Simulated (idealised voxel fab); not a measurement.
The document below concerns the process module designated voxel wiring stack.
cross-section cut | 265 nm wide | cells 5 nm
Cross-section = grid of square cells, listed top down in bands; band = one or more rows. Look at the band entry: it leads with the top's height and the bottom's height in nm. Then it lists the materials left to right, with a width in nm for each. The word "edge to edge" on a single material says that material fills the band edge to edge. The word "blank" is empty space. We count height from 0. Below that, the starting wafer is all one material. The lowest band never ends at the bottom but goes on down; see "0..down" for how that is written. Read "30 to 40" as a graded width: first number on top, second number at the bottom, same change between each pair of neighbouring rows. Basically "same as before" means that step didn't change any cell in the cross-section. The entry "Closed cavity list" lists the empty spaces that cover at least 8 cells and have no open path to the top. Each is written as width x height at distance, where the distance is measured from the left edge and all three values are in nm. It should be noted that, on the line of a given step, the content following the step's settings is a remark produced by the simulator itself with respect to that step. overlay nm: where the mask lay relative to plan, measured to the right, on steps with a mask; negatives go left.
THE PLANNED PROCESS STEPS ARE ENUMERATED HEREUNDER
1 RECEIVE with material Si
2 CONFORMAL_DEP with material SiO2, thk nm 10
3 DIRECTIONAL_DEP with material TiN, thk nm 5
4 DIRECTIONAL_DEP with material W, thk nm 25
5 PATTERN with tone cover, mask id METAL_1, material resist, width nm 30, pitch nm 55, thk nm 15, overlay nm 0
6 DIRECTIONAL_ETCH with etch materials W, depth nm 25
7 DIRECTIONAL_ETCH with etch materials TiN, depth nm 5
8 STRIP with etch materials resist
9 FILL_DEP with material SiO2, thk nm 10
10 CMP with height nm 40
11 CONFORMAL_DEP with material SiCN, thk nm 5
12 DIRECTIONAL_DEP with material SiO2, thk nm 30
13 PATTERN with tone open, mask id METAL_2_HOLES, material resist, width nm 15, pitch nm 55, thk nm 20, overlay nm 0
14 DIRECTIONAL_ETCH with etch materials SiO2, depth nm 30
15 STRIP with etch materials resist
16 DIRECTIONAL_DEP with material aC, thk nm 15
17 PATTERN with tone open, mask id METAL_2, material resist, width nm 30, pitch nm 55, thk nm 35, overlay nm 0
18 DIRECTIONAL_ETCH with etch materials aC, depth nm 15
19 STRIP with etch materials resist
20 DIRECTIONAL_ETCH with etch materials SiO2, depth nm 20
21 DIRECTIONAL_ETCH with etch materials SiCN, depth nm 5
22 STRIP with etch materials aC
23 CONFORMAL_DEP with material TiN, thk nm 5
24 FILL_DEP with material Ru, thk nm 5
25 CMP with height nm 75
26 CONFORMAL_DEP with material SiCN, thk nm 5
27 DIRECTIONAL_DEP with material lowk, thk nm 10
28 MASKED_ETCH with tone open, mask id PLUG_2, width nm 15, pitch nm 110, etch materials lowk, depth nm 10, overlay nm 0
29 MASKED_ETCH with tone open, mask id PLUG_2, width nm 15, pitch nm 110, etch materials SiCN, depth nm 5, overlay nm 0
30 CONFORMAL_DEP with material TiN, thk nm 5
31 FILL_DEP with material Cu, thk nm 10
32 CMP with height nm 90
33 DIRECTIONAL_DEP with material TiN, thk nm 5
34 DIRECTIONAL_DEP with material Ru, thk nm 25
35 MASKED_ETCH with tone cover, mask id METAL_3, width nm 30, pitch nm 55, etch materials Ru, depth nm 25, overlay nm 0
36 MASKED_ETCH with tone cover, mask id METAL_3, width nm 30, pitch nm 55, etch materials TiN, depth nm 5, overlay nm 0
37 CONFORMAL_DEP with material SiN, thk nm 5
38 FILL_DEP with material lowk, thk nm 5
39 CMP with height nm 120
40 CONFORMAL_DEP with material SiN, thk nm 5
THE FIRST OF TWO WAFERS, RUN AS PLANNED
WAFER AT RECEIPT (POST STEP 1), CROSS-SECTION
- 0..down = Si edge to edge
- Closed cavity list: none
AFTER STEP 2, IN CROSS-SECTION
- 10..0 = SiO2 edge to edge
- Lower than 0, everything is as it was.
AFTER STEP 3, IN CROSS-SECTION
- 15..10 = TiN edge to edge
- Lower than 10, everything is as it was.
AFTER STEP 4, IN CROSS-SECTION
- 40..15 = W edge to edge
- Lower than 15, everything is as it was.
AFTER STEP 5, IN CROSS-SECTION
- 55..40 = 35 blank; 30 resist; 25 blank; 30 resist; 25 blank; 30 resist; 25 blank; 30 resist; 35 blank
- Lower than 40, everything is as it was.
AFTER STEP 6, IN CROSS-SECTION
- 55..40 = 35 blank; 30 resist; 25 blank; 30 resist; 25 blank; 30 resist; 25 blank; 30 resist; 35 blank
- 40..15 = 35 blank; 30 W; 25 blank; 30 W; 25 blank; 30 W; 25 blank; 30 W; 35 blank
- Lower than 15, everything is as it was.
AFTER STEP 7, IN CROSS-SECTION
- 55..40 = 35 blank; 30 resist; 25 blank; 30 resist; 25 blank; 30 resist; 25 blank; 30 resist; 35 blank
- 40..15 = 35 blank; 30 W; 25 blank; 30 W; 25 blank; 30 W; 25 blank; 30 W; 35 blank
- 15..10 = 35 blank; 30 TiN; 25 blank; 30 TiN; 25 blank; 30 TiN; 25 blank; 30 TiN; 35 blank
- Lower than 10, everything is as it was.
AFTER STEP 8, IN CROSS-SECTION
- 40..15 = 35 blank; 30 W; 25 blank; 30 W; 25 blank; 30 W; 25 blank; 30 W; 35 blank
- Lower than 15, everything is as it was.
AFTER STEP 9, IN CROSS-SECTION
- 50..40 = SiO2 edge to edge
- 40..15 = 35 SiO2; 30 W; 25 SiO2; 30 W; 25 SiO2; 30 W; 25 SiO2; 30 W; 35 SiO2
- 15..10 = 35 SiO2; 30 TiN; 25 SiO2; 30 TiN; 25 SiO2; 30 TiN; 25 SiO2; 30 TiN; 35 SiO2
- Lower than 10, everything is as it was.
AFTER STEP 10, IN CROSS-SECTION
- 40..15 = 35 SiO2; 30 W; 25 SiO2; 30 W; 25 SiO2; 30 W; 25 SiO2; 30 W; 35 SiO2
- Lower than 15, everything is as it was.
AFTER STEP 11, IN CROSS-SECTION
- 45..40 = SiCN edge to edge
- Lower than 40, everything is as it was.
AFTER STEP 12, IN CROSS-SECTION
- 75..45 = SiO2 edge to edge
- Lower than 45, everything is as it was.
AFTER STEP 13, IN CROSS-SECTION
- 95..75 = 35 resist; 15 blank; 40 resist; 15 blank; 40 resist; 15 blank; 40 resist; 15 blank; 50 resist
- Lower than 75, everything is as it was.
AFTER STEP 14, IN CROSS-SECTION
- 95..75 = 35 resist; 15 blank; 40 resist; 15 blank; 40 resist; 15 blank; 40 resist; 15 blank; 50 resist
- 75..45 = 35 SiO2; 15 blank; 40 SiO2; 15 blank; 40 SiO2; 15 blank; 40 SiO2; 15 blank; 50 SiO2
- Lower than 45, everything is as it was.
AFTER STEP 15, IN CROSS-SECTION
- 75..45 = 35 SiO2; 15 blank; 40 SiO2; 15 blank; 40 SiO2; 15 blank; 40 SiO2; 15 blank; 50 SiO2
- Lower than 45, everything is as it was.
AFTER STEP 16, IN CROSS-SECTION
- 90..75 = 35 aC; 15 blank; 40 aC; 15 blank; 40 aC; 15 blank; 40 aC; 15 blank; 50 aC
- 75..60 = 35 SiO2; 15 blank; 40 SiO2; 15 blank; 40 SiO2; 15 blank; 40 SiO2; 15 blank; 50 SiO2
- 60..45 = 35 SiO2; 15 aC; 40 SiO2; 15 aC; 40 SiO2; 15 aC; 40 SiO2; 15 aC; 50 SiO2
- Lower than 45, everything is as it was.
AFTER STEP 17, IN CROSS-SECTION
- 125..90 = 35 resist; 30 blank; 25 resist; 30 blank; 25 resist; 30 blank; 25 resist; 30 blank; 35 resist
- Lower than 90, everything is as it was.
AFTER STEP 18, IN CROSS-SECTION
- 110..90 = 35 resist; 30 blank; 25 resist; 30 blank; 25 resist; 30 blank; 25 resist; 30 blank; 35 resist
- 90..75 = 35 aC; 30 blank; 25 aC; 30 blank; 25 aC; 30 blank; 25 aC; 30 blank; 35 aC
- 75..45 = 35 SiO2; 15 blank; 40 SiO2; 15 blank; 40 SiO2; 15 blank; 40 SiO2; 15 blank; 50 SiO2
- Lower than 45, everything is as it was.
AFTER STEP 19, IN CROSS-SECTION
- 90..75 = 35 aC; 30 blank; 25 aC; 30 blank; 25 aC; 30 blank; 25 aC; 30 blank; 35 aC
- Lower than 75, everything is as it was.
AFTER STEP 20, IN CROSS-SECTION
- 90..75 = 35 aC; 30 blank; 25 aC; 30 blank; 25 aC; 30 blank; 25 aC; 30 blank; 35 aC
- 75..55 = 35 SiO2; 30 blank; 25 SiO2; 30 blank; 25 SiO2; 30 blank; 25 SiO2; 30 blank; 35 SiO2
- Lower than 55, everything is as it was.
AFTER STEP 21, IN CROSS-SECTION
- 90..75 = 35 aC; 30 blank; 25 aC; 30 blank; 25 aC; 30 blank; 25 aC; 30 blank; 35 aC
- 75..55 = 35 SiO2; 30 blank; 25 SiO2; 30 blank; 25 SiO2; 30 blank; 25 SiO2; 30 blank; 35 SiO2
- 55..45 = 35 SiO2; 15 blank; 40 SiO2; 15 blank; 40 SiO2; 15 blank; 40 SiO2; 15 blank; 50 SiO2
- 45..40 = 35 SiCN; 15 blank; 40 SiCN; 15 blank; 40 SiCN; 15 blank; 40 SiCN; 15 blank; 50 SiCN
- Lower than 40, everything is as it was.
AFTER STEP 22, IN CROSS-SECTION
- 75..55 = 35 SiO2; 30 blank; 25 SiO2; 30 blank; 25 SiO2; 30 blank; 25 SiO2; 30 blank; 35 SiO2
- Lower than 55, everything is as it was.
AFTER STEP 23, IN CROSS-SECTION
- 80..75 = 40 TiN; 20 blank; 35 TiN; 20 blank; 35 TiN; 20 blank; 35 TiN; 20 blank; 40 TiN
- 75..60 = 35 SiO2; 5 TiN; 20 blank; 5 TiN; 25 SiO2; 5 TiN; 20 blank; 5 TiN; 25 SiO2; 5 TiN; 20 blank; 5 TiN; 25 SiO2; 5 TiN; 20 blank; 5 TiN; 35 SiO2
- 60..55 = 35 SiO2; 5 TiN; 5 blank; 20 TiN; 25 SiO2; 5 TiN; 5 blank; 20 TiN; 25 SiO2; 5 TiN; 5 blank; 20 TiN; 25 SiO2; 5 TiN; 5 blank; 20 TiN; 35 SiO2
- 55..45 = 35 SiO2; 5 TiN; 5 blank; 5 TiN; 40 SiO2; 5 TiN; 5 blank; 5 TiN; 40 SiO2; 5 TiN; 5 blank; 5 TiN; 40 SiO2; 5 TiN; 5 blank; 5 TiN; 50 SiO2
- 45..40 = 35 SiCN; 15 TiN; 40 SiCN; 15 TiN; 40 SiCN; 15 TiN; 40 SiCN; 15 TiN; 50 SiCN
- Lower than 40, everything is as it was.
AFTER STEP 24, IN CROSS-SECTION
- 85..80 = Ru edge to edge
- 80..75 = 40 TiN; 20 Ru; 35 TiN; 20 Ru; 35 TiN; 20 Ru; 35 TiN; 20 Ru; 40 TiN
- 75..60 = 35 SiO2; 5 TiN; 20 Ru; 5 TiN; 25 SiO2; 5 TiN; 20 Ru; 5 TiN; 25 SiO2; 5 TiN; 20 Ru; 5 TiN; 25 SiO2; 5 TiN; 20 Ru; 5 TiN; 35 SiO2
- 60..55 = 35 SiO2; 5 TiN; 5 Ru; 20 TiN; 25 SiO2; 5 TiN; 5 Ru; 20 TiN; 25 SiO2; 5 TiN; 5 Ru; 20 TiN; 25 SiO2; 5 TiN; 5 Ru; 20 TiN; 35 SiO2
- 55..45 = 35 SiO2; 5 TiN; 5 Ru; 5 TiN; 40 SiO2; 5 TiN; 5 Ru; 5 TiN; 40 SiO2; 5 TiN; 5 Ru; 5 TiN; 40 SiO2; 5 TiN; 5 Ru; 5 TiN; 50 SiO2
- Lower than 45, everything is as it was.
AFTER STEP 25, IN CROSS-SECTION
- 75..60 = 35 SiO2; 5 TiN; 20 Ru; 5 TiN; 25 SiO2; 5 TiN; 20 Ru; 5 TiN; 25 SiO2; 5 TiN; 20 Ru; 5 TiN; 25 SiO2; 5 TiN; 20 Ru; 5 TiN; 35 SiO2
- Lower than 60, everything is as it was.
AFTER STEP 26, IN CROSS-SECTION
- 80..75 = SiCN edge to edge
- Lower than 75, everything is as it was.
AFTER STEP 27, IN CROSS-SECTION
- 90..80 = lowk edge to edge
- Lower than 80, everything is as it was.
AFTER STEP 28, IN CROSS-SECTION
- 90..80 = 35 lowk; 15 blank; 95 lowk; 15 blank; 105 lowk
- Lower than 80, everything is as it was.
AFTER STEP 29, IN CROSS-SECTION
- 90..80 = 35 lowk; 15 blank; 95 lowk; 15 blank; 105 lowk
- 80..75 = 35 SiCN; 15 blank; 95 SiCN; 15 blank; 105 SiCN
- Lower than 75, everything is as it was.
AFTER STEP 30, IN CROSS-SECTION
- 95..90 = 40 TiN; 5 blank; 105 TiN; 5 blank; 110 TiN
- 90..80 = 35 lowk; 5 TiN; 5 blank; 5 TiN; 95 lowk; 5 TiN; 5 blank; 5 TiN; 105 lowk
- 80..75 = 35 SiCN; 15 TiN; 95 SiCN; 15 TiN; 105 SiCN
- Lower than 75, everything is as it was.
AFTER STEP 31, IN CROSS-SECTION
- 105..95 = Cu edge to edge
- 95..90 = 40 TiN; 5 Cu; 105 TiN; 5 Cu; 110 TiN
- 90..80 = 35 lowk; 5 TiN; 5 Cu; 5 TiN; 95 lowk; 5 TiN; 5 Cu; 5 TiN; 105 lowk
- Lower than 80, everything is as it was.
AFTER STEP 32, IN CROSS-SECTION
- 90..80 = 35 lowk; 5 TiN; 5 Cu; 5 TiN; 95 lowk; 5 TiN; 5 Cu; 5 TiN; 105 lowk
- Lower than 80, everything is as it was.
AFTER STEP 33, IN CROSS-SECTION
- 95..90 = TiN edge to edge
- Lower than 90, everything is as it was.
AFTER STEP 34, IN CROSS-SECTION
- 120..95 = Ru edge to edge
- Lower than 95, everything is as it was.
AFTER STEP 35, IN CROSS-SECTION
- 120..95 = 35 blank; 30 Ru; 25 blank; 30 Ru; 25 blank; 30 Ru; 25 blank; 30 Ru; 35 blank
- Lower than 95, everything is as it was.
AFTER STEP 36, IN CROSS-SECTION
- 120..95 = 35 blank; 30 Ru; 25 blank; 30 Ru; 25 blank; 30 Ru; 25 blank; 30 Ru; 35 blank
- 95..90 = 35 blank; 30 TiN; 25 blank; 30 TiN; 25 blank; 30 TiN; 25 blank; 30 TiN; 35 blank
- Lower than 90, everything is as it was.
AFTER STEP 37, IN CROSS-SECTION
- 125..120 = 30 blank; 40 SiN; 15 blank; 40 SiN; 15 blank; 40 SiN; 15 blank; 40 SiN; 30 blank
- 120..95 = 30 blank; 5 SiN; 30 Ru; 5 SiN; 15 blank; 5 SiN; 30 Ru; 5 SiN; 15 blank; 5 SiN; 30 Ru; 5 SiN; 15 blank; 5 SiN; 30 Ru; 5 SiN; 30 blank
- 95..90 = 35 SiN; 30 TiN; 25 SiN; 30 TiN; 25 SiN; 30 TiN; 25 SiN; 30 TiN; 35 SiN
- Lower than 90, everything is as it was.
AFTER STEP 38, IN CROSS-SECTION
- 130..125 = lowk edge to edge
- 125..120 = 30 lowk; 40 SiN; 15 lowk; 40 SiN; 15 lowk; 40 SiN; 15 lowk; 40 SiN; 30 lowk
- 120..95 = 30 lowk; 5 SiN; 30 Ru; 5 SiN; 15 lowk; 5 SiN; 30 Ru; 5 SiN; 15 lowk; 5 SiN; 30 Ru; 5 SiN; 15 lowk; 5 SiN; 30 Ru; 5 SiN; 30 lowk
- Lower than 95, everything is as it was.
AFTER STEP 39, IN CROSS-SECTION
- 120..95 = 30 lowk; 5 SiN; 30 Ru; 5 SiN; 15 lowk; 5 SiN; 30 Ru; 5 SiN; 15 lowk; 5 SiN; 30 Ru; 5 SiN; 15 lowk; 5 SiN; 30 Ru; 5 SiN; 30 lowk
- Lower than 95, everything is as it was.
AFTER STEP 40, IN CROSS-SECTION
- 125..120 = SiN edge to edge
- Lower than 120, everything is as it was.
FOR THE SECOND WAFER, TAKE THE FIRST WAFER'S START AND PLAN, THEN ADD ONE MISTAKE MADE IN RUNNING IT; EVERYTHING THROUGH STEP 34, THAT STEP INCLUDED, IS SHARED WITH THE FIRST
SECOND WAFER, CUT VIEW, END OF STEP 35 PER PLAN
- 120..95 = 35 Ru; 30 blank; 25 Ru; 30 blank; 25 Ru; 30 blank; 25 Ru; 30 blank; 35 Ru
- Lower than 95, everything is as it was.
Second wafer, cut view, end of step 36 per plan: same as before
SECOND WAFER, CUT VIEW, END OF STEP 37 PER PLAN
- 125..120 = 40 SiN; 20 blank; 35 SiN; 20 blank; 35 SiN; 20 blank; 35 SiN; 20 blank; 40 SiN
- 120..100 = 35 Ru; 5 SiN; 20 blank; 5 SiN; 25 Ru; 5 SiN; 20 blank; 5 SiN; 25 Ru; 5 SiN; 20 blank; 5 SiN; 25 Ru; 5 SiN; 20 blank; 5 SiN; 35 Ru
- 100..95 = 35 Ru; 30 SiN; 25 Ru; 30 SiN; 25 Ru; 30 SiN; 25 Ru; 30 SiN; 35 Ru
- Lower than 95, everything is as it was.
SECOND WAFER, CUT VIEW, END OF STEP 38 PER PLAN
- 130..125 = lowk edge to edge
- 125..120 = 40 SiN; 20 lowk; 35 SiN; 20 lowk; 35 SiN; 20 lowk; 35 SiN; 20 lowk; 40 SiN
- 120..100 = 35 Ru; 5 SiN; 20 lowk; 5 SiN; 25 Ru; 5 SiN; 20 lowk; 5 SiN; 25 Ru; 5 SiN; 20 lowk; 5 SiN; 25 Ru; 5 SiN; 20 lowk; 5 SiN; 35 Ru
- Lower than 100, everything is as it was.
SECOND WAFER, CUT VIEW, END OF STEP 39 PER PLAN
- 120..100 = 35 Ru; 5 SiN; 20 lowk; 5 SiN; 25 Ru; 5 SiN; 20 lowk; 5 SiN; 25 Ru; 5 SiN; 20 lowk; 5 SiN; 25 Ru; 5 SiN; 20 lowk; 5 SiN; 35 Ru
- Lower than 100, everything is as it was.
SECOND WAFER, CUT VIEW, END OF STEP 40 PER PLAN
- 125..120 = SiN edge to edge
- Lower than 120, everything is as it was.
Heads up, the wafer didn't run the way we planned it: in deviation from the planned setting, step 35 was conducted as MASKED_ETCH with tone open, mask id METAL_3, width nm 30, pitch nm 55, etch materials Ru, depth nm 25, overlay nm 0
Count the cells at the end and the second wafer has more or fewer of some materials than the first: Ru +25 | SiN -13 | TiN +29 | lowk -41
